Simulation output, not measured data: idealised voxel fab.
You're looking at the process module voxel transistor to metal.
In the cross-section labelled cut, the width is 150 nm and each square cell is 5 nm.
We lay out every cross-section as a grid of square cells and spell it out in bands from the top down, where one band means one or more rows of cells.
Look at the band entry: it leads with the top's height and the bottom's height in nm. Then it lists the materials left to right, with a width in nm for each. The word "throughout" on a single material says that material fills the band edge to edge. The word "empty" is empty space.
Height 0 is the level under which the wafer as received is all one material. The lowest band goes on downwards, as in "0 nm and below".
Think of "30..40" as a width that walks from the first number to the second as you go down the band, top row to bottom row, taking equal-sized steps from row to row.
Where a step carries "identical to before", the cross-section came out of it unchanged, cell for cell.
Closed empty spaces (no open way to the top) of 8 cells or more are what "Closed internal cavities" lists, each as width x height at distance from the left edge, nm for all three.
It should be noted that, on the line of a given step, the content following the step's settings is a remark produced by the simulator itself with respect to that step.
The optional step-line setting "overlay nm" applies to steps with a mask and quantifies how far to the right of its planned location the mask lay, a negative value indicating leftward placement.
Before/after cross-section pairs, one process step each; after shown to lowest changed band; step and settings beneath. Pairs may be from different runs of this module on the same starting wafer; a pair continues from the one above only where its "Prior state" entry says so.

Prior state:
	140 nm to 120 nm  35 resist | 15 empty | 50 resist | 15 empty | 35 resist
	120 nm to 85 nm  SiO2 throughout
	85 nm to 80 nm  SiCN throughout
	80 nm to 55 nm  30 TiN | 5 SiN | 15 Ru | 5 SiN | 40 TiN | 5 SiN | 15 Ru | 5 SiN | 30 TiN
	55 nm to 50 nm  35 SiN | 15 TiN | 50 SiN | 15 TiN | 35 SiN
	50 nm to 35 nm  35 SiO2 | 5 TiN | 5 W | 5 TiN | 50 SiO2 | 5 TiN | 5 W | 5 TiN | 35 SiO2
	35 nm to 20 nm  35 SiO2 | 5 TiN | 5 W | 5 TiN | 5 SiO2 | 10 SiN | 20 SiCN | 10 SiN | 5 SiO2 | 5 TiN | 5 W | 5 TiN | 35 SiO2
	20 nm to 5 nm  35 SiO2 | 5 TiN | 5 W | 5 TiN | 5 SiO2 | 10 SiN | 20 polySi | 10 SiN | 5 SiO2 | 5 TiN | 5 W | 5 TiN | 35 SiO2
	5 nm to 0 nm  35 SiO2 | 15 TiN | 5 SiO2 | 10 SiN | 20 polySi | 10 SiN | 5 SiO2 | 15 TiN | 35 SiO2
	0 nm to -5 nm  35 SiO2 | 10 TiN | 10 SiGe | 10 SiN | 20 polySi | 10 SiN | 10 SiGe | 10 TiN | 35 SiO2
	-5 nm to -10 nm  25 SiO2 | 30 SiGe | 40 SiO2 | 30 SiGe | 25 SiO2
	-10 nm to -15 nm  30 SiO2 | 25 SiGe | 40 Si | 25 SiGe | 30 SiO2
	-15 nm to -30 nm  30 SiO2 | 90 Si | 30 SiO2
	-30 nm and below  Si throughout
	Closed internal cavities: none

After the Step:
	140 nm to 120 nm  35 resist | 15 empty | 50 resist | 15 empty | 35 resist
	120 nm to 100 nm  35 SiO2 | 15 empty | 50 SiO2 | 15 empty | 35 SiO2
	Lower than 100, everything is as it was.
	Closed internal cavities: none
Here is the step that sits between the two cross-sections above: DIRECTIONAL_ETCH: etch materials SiO2, depth nm 20

Prior state: The initial state for this step is given by the after cross-section of the immediately preceding pair.

After the Step:
	120 nm to 100 nm  35 SiO2 | 15 empty | 50 SiO2 | 15 empty | 35 SiO2
	Lower than 100, everything is as it was.
	Closed internal cavities: none
Here is the step that sits between the two cross-sections above: STRIP: etch materials resist

Prior state: The initial state for this step is given by the after cross-section of the immediately preceding pair.

After the Step:
	140 nm to 120 nm  35 resist | 15 empty | 50 resist | 15 empty | 35 resist
	Lower than 120, everything is as it was.
	Closed internal cavities: none
Here is the step that sits between the two cross-sections above: PATTERN: tone open, mask id METAL_2_HOLES, material resist, width nm 15, pitch nm 65, thk nm 20, overlay nm 0

Prior state: The initial state for this step is given by the after cross-section of the immediately preceding pair.

After the Step:
	140 nm to 120 nm  35 resist | 15 empty | 50 resist | 15 empty | 35 resist
	120 nm to 85 nm  35 SiO2 | 15 empty | 50 SiO2 | 15 empty | 35 SiO2
	Lower than 85, everything is as it was.
	Closed internal cavities: none
Here is the step that sits between the two cross-sections above: DIRECTIONAL_ETCH: etch materials SiO2, depth nm 15

Prior state: The initial state for this step is given by the after cross-section of the immediately preceding pair.

After the Step:
	140 nm to 120 nm  35 resist | 15 empty | 50 resist | 15 empty | 35 resist
	120 nm to 85 nm  35 SiO2 | 15 empty | 50 SiO2 | 15 empty | 35 SiO2
	85 nm to 80 nm  35 SiCN | 15 empty | 50 SiCN | 15 empty | 35 SiCN
	Lower than 80, everything is as it was.
	Closed internal cavities: none
Here is the step that sits between the two cross-sections above: DIRECTIONAL_ETCH: etch materials SiCN, depth nm 5

Prior state: The initial state for this step is given by the after cross-section of the immediately preceding pair.

After the Step:
	120 nm to 85 nm  35 SiO2 | 15 empty | 50 SiO2 | 15 empty | 35 SiO2
	Lower than 85, everything is as it was.
	Closed internal cavities: none
Here is the step that sits between the two cross-sections above: STRIP: etch materials resist

Prior state: The initial state for this step is given by the after cross-section of the immediately preceding pair.

After the Step:
	125 nm to 120 nm  40 TiN | 5 empty | 60 TiN | 5 empty | 40 TiN
	120 nm to 85 nm  35 SiO2 | 5 TiN | 5 empty | 5 TiN | 50 SiO2 | 5 TiN | 5 empty | 5 TiN | 35 SiO2
	85 nm to 80 nm  35 SiCN | 15 TiN | 50 SiCN | 15 TiN | 35 SiCN
	Lower than 80, everything is as it was.
	Closed internal cavities: none
Here is the step that sits between the two cross-sections above: CONFORMAL_DEP: material TiN, thk nm 5

Prior state: The initial state for this step is given by the after cross-section of the immediately preceding pair.

After the Step:
	135 nm to 125 nm  Ru throughout
	125 nm to 120 nm  40 TiN | 5 Ru | 60 TiN | 5 Ru | 40 TiN
	120 nm to 85 nm  35 SiO2 | 5 TiN | 5 Ru | 5 TiN | 50 SiO2 | 5 TiN | 5 Ru | 5 TiN | 35 SiO2
	Lower than 85, everything is as it was.
	Closed internal cavities: none
Here is the step that sits between the two cross-sections above: FILL_DEP: material Ru, thk nm 10

Prior state: The initial state for this step is given by the after cross-section of the immediately preceding pair.

After the Step:
	120 nm to 85 nm  35 SiO2 | 5 TiN | 5 Ru | 5 TiN | 50 SiO2 | 5 TiN | 5 Ru | 5 TiN | 35 SiO2
	Lower than 85, everything is as it was.
	Closed internal cavities: none
Here is the step that sits between the two cross-sections above: CMP: height nm 120

Prior state: The initial state for this step is given by the after cross-section of the immediately preceding pair.

After the Step:
	125 nm to 120 nm  SiN throughout
	Lower than 120, everything is as it was.
	Closed internal cavities: none
Here is the step that sits between the two cross-sections above: CONFORMAL_DEP: material SiN, thk nm 5

Prior state:
	120 nm to 85 nm  SiO2 throughout
	85 nm to 80 nm  SiCN throughout
	80 nm to 55 nm  30 SiO2 | 5 SiN | 15 Ru | 5 SiN | 40 SiO2 | 5 SiN | 15 Ru | 5 SiN | 30 SiO2
	55 nm to 50 nm  35 SiN | 15 TiN | 50 SiN | 15 TiN | 35 SiN
	50 nm to 35 nm  35 SiO2 | 5 TiN | 5 W | 5 TiN | 50 SiO2 | 5 TiN | 5 W | 5 TiN | 35 SiO2
	35 nm to 20 nm  35 SiO2 | 5 TiN | 5 W | 5 TiN | 5 SiO2 | 10 SiN | 20 SiCN | 10 SiN | 5 SiO2 | 5 TiN | 5 W | 5 TiN | 35 SiO2
	20 nm to 5 nm  35 SiO2 | 5 TiN | 5 W | 5 TiN | 5 SiO2 | 10 SiN | 20 polySi | 10 SiN | 5 SiO2 | 5 TiN | 5 W | 5 TiN | 35 SiO2
	5 nm to 0 nm  35 SiO2 | 15 TiN | 5 SiO2 | 10 SiN | 20 polySi | 10 SiN | 5 SiO2 | 15 TiN | 35 SiO2
	0 nm to -5 nm  35 SiO2 | 10 TiN | 10 SiGe | 10 SiN | 20 polySi | 10 SiN | 10 SiGe | 10 TiN | 35 SiO2
	-5 nm to -10 nm  25 SiO2 | 30 SiGe | 40 SiO2 | 30 SiGe | 25 SiO2
	-10 nm to -15 nm  30 SiO2 | 25 SiGe | 40 Si | 25 SiGe | 30 SiO2
	-15 nm to -30 nm  30 SiO2 | 90 Si | 30 SiO2
	-30 nm and below  Si throughout
	Closed internal cavities: none

After the Step:
	140 nm to 120 nm  35 empty | 15 resist | 50 empty | 15 resist | 35 empty
	Lower than 120, everything is as it was.
	Closed internal cavities: none
Here is the step that sits between the two cross-sections above: PATTERN: tone cover, mask id METAL_2, material resist, width nm 15, pitch nm 65, thk nm 20, overlay nm 0

Prior state: The initial state for this step is given by the after cross-section of the immediately preceding pair.

After the Step:
	140 nm to 120 nm  35 empty | 15 resist | 50 empty | 15 resist | 35 empty
	120 nm to 100 nm  35 empty | 15 SiO2 | 50 empty | 15 SiO2 | 35 empty
	Lower than 100, everything is as it was.
	Closed internal cavities: none
Here is the step that sits between the two cross-sections above: DIRECTIONAL_ETCH: etch materials SiO2, depth nm 20

Prior state: The initial state for this step is given by the after cross-section of the immediately preceding pair.

After the Step:
	120 nm to 100 nm  35 empty | 15 SiO2 | 50 empty | 15 SiO2 | 35 empty
	Lower than 100, everything is as it was.
	Closed internal cavities: none
Here is the step that sits between the two cross-sections above: STRIP: etch materials resist

Prior state: The initial state for this step is given by the after cross-section of the immediately preceding pair.

After the Step:
	140 nm to 120 nm  35 resist | 15 empty | 50 resist | 15 empty | 35 resist
	120 nm to 100 nm  35 resist | 15 SiO2 | 50 resist | 15 SiO2 | 35 resist
	Lower than 100, everything is as it was.
	Closed internal cavities: none
Here is the step that sits between the two cross-sections above: PATTERN: tone open, mask id METAL_2_HOLES, material resist, width nm 15, pitch nm 65, thk nm 20, overlay nm 0

Prior state: The initial state for this step is given by the after cross-section of the immediately preceding pair.

After the Step:
	140 nm to 105 nm  35 resist | 15 empty | 50 resist | 15 empty | 35 resist
	Lower than 105, everything is as it was.
	Closed internal cavities: none
Here is the step that sits between the two cross-sections above: DIRECTIONAL_ETCH: etch materials SiO2, depth nm 15

Prior state: The initial state for this step is given by the after cross-section of the immediately preceding pair.

After the Step:
	105 nm to 100 nm  35 empty | 15 SiO2 | 50 empty | 15 SiO2 | 35 empty
	Lower than 100, everything is as it was.
	Closed internal cavities: none
Here is the step that sits between the two cross-sections above: STRIP: etch materials resist

Prior state: The initial state for this step is given by the after cross-section of the immediately preceding pair.

After the Step:
	110 nm to 105 nm  30 empty | 25 TiN | 40 empty | 25 TiN | 30 empty
	105 nm to 100 nm  35 TiN | 15 SiO2 | 50 TiN | 15 SiO2 | 35 TiN
	Lower than 100, everything is as it was.
	Closed internal cavities: none
Here is the step that sits between the two cross-sections above: CONFORMAL_DEP: material TiN, thk nm 5

Prior state: The initial state for this step is given by the after cross-section of the immediately preceding pair.

After the Step:
	120 nm to 110 nm  Ru throughout
	110 nm to 105 nm  30 Ru | 25 TiN | 40 Ru | 25 TiN | 30 Ru
	Lower than 105, everything is as it was.
	Closed internal cavities: none
Here is the step that sits between the two cross-sections above: FILL_DEP: material Ru, thk nm 10

Prior state: The initial state for this step is given by the after cross-section of the immediately preceding pair.

After the Step:
	125 nm to 120 nm  SiN throughout
	Lower than 120, everything is as it was.
	Closed internal cavities: none
Here is the step that sits between the two cross-sections above: CONFORMAL_DEP: material SiN, thk nm 5
